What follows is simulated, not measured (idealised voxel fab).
Herein follows the process module entitled voxel self aligned vias.
Square cells of 5 nm make up the cross-section cut, whose width is 295 nm.
This document writes a cross-section as a grid whose cells are square, and gives it as bands, listed from the top down; one or more rows of cells form a band. Quick guide to a band line: top height, bottom height (nm) up front; then every material left to right with its width in nm. Only one material and it's marked "full width"? Then it fills the band edge to edge. And "air" just means empty space. Ref level 0: as-received wafer is one material below here. Bottom band extends down with no lower bound ("top 0, no bottom"). So if you see something like "30 to 40" for the width, read it as the top row of the band sitting at the first number and the bottom row at the second, with every row in between moving by the same amount as the last. For the purposes of this document, the phrase "stayed the same" attached to a step denotes that no cell within the cross-section was modified by that step. "Sealed void inventory": empty spaces of 8 cells or more with no open way to the top, each given as width x height at distance, distance from the left edge, all in nm. Anything after a step's settings on that line? It's the simulator's own note about the step. overlay nm: where the mask lay relative to plan, measured to the right, on steps with a mask; negatives go left.
[This section lists the process steps that were planned]
| 1 | RECEIVE with material Si |
| 2 | CONFORMAL_DEP with material SiO2, thk nm 15 |
| 3 | CONFORMAL_DEP with material SiCN, thk nm 5 |
| 4 | DIRECTIONAL_DEP with material SiO2, thk nm 20 |
| 5 | PATTERN with tone open, mask id LINES, material resist, width nm 30, pitch nm 65, thk nm 20, overlay nm 0 |
| 6 | DIRECTIONAL_ETCH with etch materials SiO2, depth nm 20 |
| 7 | STRIP with etch materials resist |
| 8 | CONFORMAL_DEP with material TiN, thk nm 5 |
| 9 | FILL_DEP with material Ru, thk nm 10 |
| 10 | CMP with height nm 40 |
| 11 | SELECTIVE_ETCH with etch materials W Ru TiN, depth nm 10 |
| 12 | FILL_DEP with material SiN, thk nm 10 |
| 13 | CMP with height nm 30 |
| 14 | DIRECTIONAL_DEP with material SiO2, thk nm 15 |
| 15 | MASKED_ETCH with tone open, mask id VIAS, width nm 50, etch materials SiO2, depth nm 15, overlay nm 0 |
| 16 | MASKED_ETCH with tone open, mask id VIAS, width nm 50, etch materials SiN, depth nm 10, overlay nm 0 |
| 17 | CONFORMAL_DEP with material TiN, thk nm 5 |
| 18 | FILL_DEP with material Ru, thk nm 5 |
| 19 | CMP with height nm 55 |
| 20 | CONFORMAL_DEP with material SiCN, thk nm 5 |
The wafers in this document start out alike and differ in the height nm applied at step 13; the plan shows the value used for the first wafer.
[Step 1 complete: as-received cross-section of the first of several wafers]
* top 0, no bottom  Si full width
* Sealed void inventory: none
[Quick key for the table: a row per wafer, taken at the end of the module. For each material it tells you how many cells the wafer gained (+) or lost (-) since it came in, and the closed voids come after]
height nm 30 | +91 Ru | +118 SiCN | +418 SiO2 | +81 TiN | Sealed void inventory: none
height nm 35 | +36 Ru | +118 SiCN | +6 SiN | +465 SiO2 | +83 TiN | Sealed void inventory: none
height nm 40 | +32 Ru | +118 SiCN | +12 SiN | +512 SiO2 | +34 TiN | Sealed void inventory: none
height nm 45 | +28 Ru | +118 SiCN | +67 SiN | +463 SiO2 | +32 TiN | Sealed void inventory: none
height nm 50 | +24 Ru | +118 SiCN | +122 SiN | +414 SiO2 | +30 TiN | Sealed void inventory: none
